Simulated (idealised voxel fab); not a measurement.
Process module name: voxel released beams
295 nm wide, 5 nm square cells: that's cross-section cut.
A cross-section in this document is a grid of square cells, and it is written down as bands, the top band listed before the ones below it; a band is made up of one or more rows of cells. A band entry consists of two parts. The first gives the height of the band's top and the height of its bottom, in nm. The rest lists the band's materials from left to right, each with its width in nm. A single material labelled with the word "throughout" fills the band from edge to edge, and the word "blank" marks empty space. Below 0: as-received wafer, all one material; heights counted from there. Lowest band: no bottom, goes on down, written "0 down". So if you see something like "30->40" for the width, read it as the top row of the band sitting at the first number and the bottom row at the second, with every row in between moving by the same amount as the last. What does "nothing got changed" mean for a step? It means no cell of the cross-section changed in that step. "Enclosed void inventory": empty spaces of 8 cells or more with no open way to the top, each given as width x height at distance, distance from the left edge, all in nm. Heads up: the bit after the settings on a step's line is the simulator's remark on that step. The "overlay nm" setting may appear on a step's line; for a step that uses a mask, it gives how far to the right of its planned position the mask lay, and a negative value indicates the left.
This section lists the process steps that were planned
- 1: RECEIVE: material Si
- 2: CONFORMAL_DEP: material Al2O3, thk nm 10
- 3: DIRECTIONAL_DEP: material SiO2, thk nm 15
- 4: PATTERN: tone open, mask id ANCHOR, material resist, width nm 35, thk nm 20, overlay nm 0
- 5: DIRECTIONAL_ETCH: etch materials SiO2, depth nm 15
- 6: STRIP: etch materials resist
- 7: CONFORMAL_DEP: material SiN, thk nm 15
- 8: DIRECTIONAL_DEP: material aC, thk nm 15
- 9: PATTERN: tone cover, mask id BEAM, material resist, width nm 115, thk nm 30, overlay nm 0
- 10: DIRECTIONAL_ETCH: etch materials aC, depth nm 15
- 11: STRIP: etch materials resist
- 12: DIRECTIONAL_ETCH: etch materials SiN, depth nm 15
- 13: STRIP: etch materials aC
- 14: STRIP: etch materials SiO2
First out of two wafers; run went to plan
As-received wafer cross-section (after step 1)
    0 down: Si throughout
    Enclosed void inventory: none
The wafer, seen in cross-section, after step 2
    10 to 0: Al2O3 throughout
    Below 0 it's all the same as before, nothing changed down there.
The wafer, seen in cross-section, after step 3
    25 to 10: SiO2 throughout
    Below 10 it's all the same as before, nothing changed down there.
The wafer, seen in cross-section, after step 4
    45 to 25: resist 90 / blank 35 / resist 170
    Below 25 it's all the same as before, nothing changed down there.
The wafer, seen in cross-section, after step 5
    45 to 25: resist 90 / blank 35 / resist 170
    25 to 10: SiO2 90 / blank 35 / SiO2 170
    Below 10 it's all the same as before, nothing changed down there.
The wafer, seen in cross-section, after step 6
    25 to 10: SiO2 90 / blank 35 / SiO2 170
    Below 10 it's all the same as before, nothing changed down there.
The wafer, seen in cross-section, after step 7
    40 to 25: SiN 105 / blank 5 / SiN 185
    25 to 10: SiO2 90 / SiN 35 / SiO2 170
    Below 10 it's all the same as before, nothing changed down there.
The wafer, seen in cross-section, after step 8
    55 to 40: aC 105 / blank 5 / aC 185
    40 to 25: SiN 105 / aC 5 / SiN 185
    Below 25 it's all the same as before, nothing changed down there.
The wafer, seen in cross-section, after step 9
    85 to 55: blank 85 / resist 115 / blank 95
    55 to 40: aC 105 / resist 5 / aC 185
    Below 40 it's all the same as before, nothing changed down there.
The wafer, seen in cross-section, after step 10
    70 to 55: blank 85 / resist 115 / blank 95
    55 to 40: blank 85 / aC 20 / resist 5 / aC 90 / blank 95
    Below 40 it's all the same as before, nothing changed down there.
The wafer, seen in cross-section, after step 11
    55 to 40: blank 85 / aC 20 / blank 5 / aC 90 / blank 95
    Below 40 it's all the same as before, nothing changed down there.
The wafer, seen in cross-section, after step 12
    55 to 40: blank 85 / aC 20 / blank 5 / aC 90 / blank 95
    40 to 25: blank 85 / SiN 20 / aC 5 / SiN 90 / blank 95
    Below 25 it's all the same as before, nothing changed down there.
The wafer, seen in cross-section, after step 13
    40 to 25: blank 85 / SiN 20 / blank 5 / SiN 90 / blank 95
    Below 25 it's all the same as before, nothing changed down there.
The wafer, seen in cross-section, after step 14
    40 to 25: blank 85 / SiN 20 / blank 5 / SiN 90 / blank 95
    25 to 10: blank 90 / SiN 35 / blank 170
    Below 10 it's all the same as before, nothing changed down there.
The second wafer: identical to the first at the outset and in its planned sequence, differing only in that one mistake was made during processing; up to and including step 1, its path is the first wafer's path
Second wafer, sectioned view, at step 2's planned end time
    15 to 0: SiO2 throughout
    Below 0 it's all the same as before, nothing changed down there.
Second wafer, sectioned view, at step 3's planned end time
    25 to 15: Al2O3 throughout
    Below 15 it's all the same as before, nothing changed down there.
Second wafer, sectioned view, at step 4's planned end time
    45 to 25: resist 90 / blank 35 / resist 170
    Below 25 it's all the same as before, nothing changed down there.
Second wafer, sectioned view, at step 5's planned end time: nothing got changed
Second wafer, sectioned view, at step 6's planned end time
    25 to 15: Al2O3 throughout
    Below 15 it's all the same as before, nothing changed down there.
Second wafer, sectioned view, at step 7's planned end time
    40 to 25: SiN throughout
    Below 25 it's all the same as before, nothing changed down there.
Second wafer, sectioned view, at step 8's planned end time
    55 to 40: aC throughout
    Below 40 it's all the same as before, nothing changed down there.
Second wafer, sectioned view, at step 9's planned end time
    85 to 55: blank 85 / resist 115 / blank 95
    Below 55 it's all the same as before, nothing changed down there.
Second wafer, sectioned view, at step 10's planned end time
    70 to 55: blank 85 / resist 115 / blank 95
    55 to 40: blank 85 / aC 115 / blank 95
    Below 40 it's all the same as before, nothing changed down there.
Second wafer, sectioned view, at step 11's planned end time
    55 to 40: blank 85 / aC 115 / blank 95
    Below 40 it's all the same as before, nothing changed down there.
Second wafer, sectioned view, at step 12's planned end time
    55 to 40: blank 85 / aC 115 / blank 95
    40 to 25: blank 85 / SiN 115 / blank 95
    Below 25 it's all the same as before, nothing changed down there.
Second wafer, sectioned view, at step 13's planned end time
    40 to 25: blank 85 / SiN 115 / blank 95
    Below 25 it's all the same as before, nothing changed down there.
Second wafer, sectioned view, at step 14's planned end time: nothing got changed
What was the processing mistake? the processing plan was not followed for steps 2 and 3, which were run with their positions exchanged
at the end the second wafer has, in cells: SiN -18, SiO2 +177
